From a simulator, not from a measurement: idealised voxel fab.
voxel air gaps: a process module
265 nm wide, 5 nm square cells: that's cross-section cut.
Heads up, the way a cross-section reads in here is a grid of square cells, handed over as bands from the top down, with every band being one or more rows of cells. Quick guide to a band line: top height, bottom height (nm) up front; then every material left to right with its width in nm. Only one material and it's marked "all across"? Then it fills the band edge to edge. And "blank" just means empty space. The reference from which all heights are counted is 0, the level beneath which the as-received wafer is entirely one material; the lowest band, having no lower bound, proceeds downward and is written after the example "0 down". Width: "30 to 40" (first number = top row, second number = bottom row, same change from row to row of cells). When a step is marked "nothing got changed", none of the cells in the cross-section changed during that step. Entry "Voids, fully enclosed" = empty spaces >= 8 cells with no open way to the top; each as width x height at distance, distance from left edge, all nm. after a step's settings: what the simulator itself notes on the step. The optional step-line setting "overlay nm" applies to steps with a mask and quantifies how far to the right of its planned location the mask lay, a negative value indicating leftward placement.

Listed below are the process steps as planned:
step 1: RECEIVE | material Si
step 2: CONFORMAL_DEP | material SiO2 | thk nm 10
step 3: CONFORMAL_DEP | material SiN | thk nm 5
step 4: DIRECTIONAL_DEP | material lowk | thk nm 40
step 5: PATTERN | tone open | mask id LINES | material resist | width nm 20 | pitch nm 45 | thk nm 15 | overlay nm 0
step 6: DIRECTIONAL_ETCH | etch materials lowk | depth nm 40
step 7: STRIP | etch materials resist
step 8: CONFORMAL_DEP | material TiN | thk nm 5
step 9: FILL_DEP | material Cu | thk nm 5
step 10: CMP | height nm 55
step 11: EPI | material Ru | thk nm 10
step 12: SELECTIVE_ETCH | etch materials lowk | depth nm 50
step 13: CONFORMAL_DEP | material SiN | thk nm 5

Incoming wafer in cross-section (state: after step 1):
	0 down: Si all across
	Voids, fully enclosed: none

What the wafer looks like in cross-section after this module, when it starts as shown above and follows the plan above but one mistake is made in running it:
	70 to 65: 40 nm blank / 185 nm SiN / 40 nm blank
	65 to 55: 40 nm blank / 5 nm SiN / 40 nm Ru / 5 nm SiN / 40 nm Ru / 5 nm SiN / 40 nm Ru / 5 nm SiN / 40 nm Ru / 5 nm SiN / 40 nm blank
	55 to 50: 40 nm blank / 15 nm SiN / 5 nm TiN / 10 nm Cu / 5 nm TiN / 25 nm SiN / 5 nm TiN / 10 nm Cu / 5 nm TiN / 25 nm SiN / 5 nm TiN / 10 nm Cu / 5 nm TiN / 25 nm SiN / 5 nm TiN / 10 nm Cu / 5 nm TiN / 15 nm SiN / 40 nm blank
	50 to 20: 50 nm blank / 5 nm SiN / 5 nm TiN / 10 nm Cu / 5 nm TiN / 5 nm SiN / 15 nm blank / 5 nm SiN / 5 nm TiN / 10 nm Cu / 5 nm TiN / 5 nm SiN / 15 nm blank / 5 nm SiN / 5 nm TiN / 10 nm Cu / 5 nm TiN / 5 nm SiN / 15 nm blank / 5 nm SiN / 5 nm TiN / 10 nm Cu / 5 nm TiN / 5 nm SiN / 50 nm blank
	20 to 15: 55 nm SiN / 20 nm TiN / 25 nm SiN / 20 nm TiN / 25 nm SiN / 20 nm TiN / 25 nm SiN / 20 nm TiN / 55 nm SiN
	15 to 5: SiO2 all across
	5 to 0: SiN all across
	0 down: Si all across
	Voids, fully enclosed: 15 x 30 at 80; 15 x 30 at 125; 15 x 30 at 170
Where did the run depart from the plan? steps 2 and 3 of the plan were run in the wrong order, each in the other's place
